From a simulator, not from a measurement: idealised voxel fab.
Process module under the name voxel fin reveal
Section shown: cut. Width: 250 nm. Cell size: 5 nm, square.
The cross-sections in this document take the form of a grid made of square cells. They are written out as bands, in order from top to bottom. Each band consists of one or more rows of cells. First you get the band's top height and its bottom height, in nm, and then the materials it's made of, left to right, with each width in nm. If you see a single material with "full width", that one covers the band edge to edge. "blank" is empty space. Height datum 0, below which the as-received substrate wafer is one material. Lowest band open at the bottom, running downward: "0 nm and below". With a width like "30->40", each row of cells in the band differs from the next by the same amount, the top row carrying the first number and the bottom row the second. For the purposes of this document, the phrase "same as before" attached to a step denotes that no cell within the cross-section was modified by that step. Voids not open to the top, 8 cells minimum: see "Unvented voids". Written width x height at distance; distance is from the left edge; nm. If you see something after the settings on a step's line, that's the simulator's own remark about that step. The setting "overlay nm" may be written on the line of a step. When the step uses a mask, the value reports how far to the right of the planned place the mask lay, and a negative value reports that it lay to the left.
## plan
1. RECEIVE [material Si]
2. CONFORMAL_DEP [material SiN] [thk nm 10]
3. DIRECTIONAL_DEP [material aC] [thk nm 10]
4. PATTERN [tone cover] [mask id FINS] [material resist] [width nm 15] [pitch nm 40] [thk nm 30] [overlay nm 0]
5. DIRECTIONAL_ETCH [etch materials aC] [depth nm 10]
6. STRIP [etch materials resist]
7. DIRECTIONAL_ETCH [etch materials SiN] [depth nm 10]
8. DIRECTIONAL_ETCH [etch materials Si] [depth nm 40]
9. STRIP [etch materials aC]
10. FILL_DEP [material SiO2] [thk nm 10]
11. CMP [height nm 10]
12. SELECTIVE_ETCH [etch materials SiO2] [depth nm 30]
13. STRIP [etch materials SiN]
## Below: the first of two wafers, run as planned
## Cross-sectional view of the wafer in its as-received condition, corresponding to the state after step 1
    0 nm and below  Si full width
    Unvented voids: none
## Step 2 complete: cross-section through the wafer
    10 nm to 0 nm  SiN full width
    Under 0: no change, same as before.
## Step 3 complete: cross-section through the wafer
    20 nm to 10 nm  aC full width
    Under 10: no change, same as before.
## Step 4 complete: cross-section through the wafer
    50 nm to 20 nm  75 blank; 15 resist; 25 blank; 15 resist; 25 blank; 15 resist; 80 blank
    Under 20: no change, same as before.
## Step 5 complete: cross-section through the wafer
    40 nm to 20 nm  75 blank; 15 resist; 25 blank; 15 resist; 25 blank; 15 resist; 80 blank
    20 nm to 10 nm  75 blank; 15 aC; 25 blank; 15 aC; 25 blank; 15 aC; 80 blank
    Under 10: no change, same as before.
## Step 6 complete: cross-section through the wafer
    20 nm to 10 nm  75 blank; 15 aC; 25 blank; 15 aC; 25 blank; 15 aC; 80 blank
    Under 10: no change, same as before.
## Step 7 complete: cross-section through the wafer
    20 nm to 10 nm  75 blank; 15 aC; 25 blank; 15 aC; 25 blank; 15 aC; 80 blank
    10 nm to 0 nm  75 blank; 15 SiN; 25 blank; 15 SiN; 25 blank; 15 SiN; 80 blank
    Under 0: no change, same as before.
## Step 8 complete: cross-section through the wafer
    20 nm to 10 nm  75 blank; 15 aC; 25 blank; 15 aC; 25 blank; 15 aC; 80 blank
    10 nm to 0 nm  75 blank; 15 SiN; 25 blank; 15 SiN; 25 blank; 15 SiN; 80 blank
    0 nm to -40 nm  75 blank; 15 Si; 25 blank; 15 Si; 25 blank; 15 Si; 80 blank
    Under -40: no change, same as before.
## Step 9 complete: cross-section through the wafer
    10 nm to 0 nm  75 blank; 15 SiN; 25 blank; 15 SiN; 25 blank; 15 SiN; 80 blank
    Under 0: no change, same as before.
## Step 10 complete: cross-section through the wafer
    20 nm to 10 nm  SiO2 full width
    10 nm to 0 nm  75 SiO2; 15 SiN; 25 SiO2; 15 SiN; 25 SiO2; 15 SiN; 80 SiO2
    0 nm to -40 nm  75 SiO2; 15 Si; 25 SiO2; 15 Si; 25 SiO2; 15 Si; 80 SiO2
    Under -40: no change, same as before.
## Step 11 complete: cross-section through the wafer
    10 nm to 0 nm  75 SiO2; 15 SiN; 25 SiO2; 15 SiN; 25 SiO2; 15 SiN; 80 SiO2
    Under 0: no change, same as before.
## Step 12 complete: cross-section through the wafer
    10 nm to 0 nm  75 blank; 15 SiN; 25 blank; 15 SiN; 25 blank; 15 SiN; 80 blank
    0 nm to -20 nm  75 blank; 15 Si; 25 blank; 15 Si; 25 blank; 15 Si; 80 blank
    Under -20: no change, same as before.
## Step 13 complete: cross-section through the wafer
    0 nm to -20 nm  75 blank; 15 Si; 25 blank; 15 Si; 25 blank; 15 Si; 80 blank
    Under -20: no change, same as before.
## The second wafer: identical to the first at the outset and in its planned sequence, differing only in that one mistake was made during processing; up to and including step 12, its path is the first wafer's path
## Cross-section, second wafer, at the end time the plan gives for step 13
    0 nm to -20 nm  75 blank; 15 Si; 25 blank; 15 Si; 25 blank; 15 Si; 80 blank
    Under -20: no change, same as before.
In executing the process, a mistake was made relative to the plan: step 13 of the plan was executed twice over
Since the two wafers finish with cross-sections that are the same, nothing this model computes is changed by the mistake.
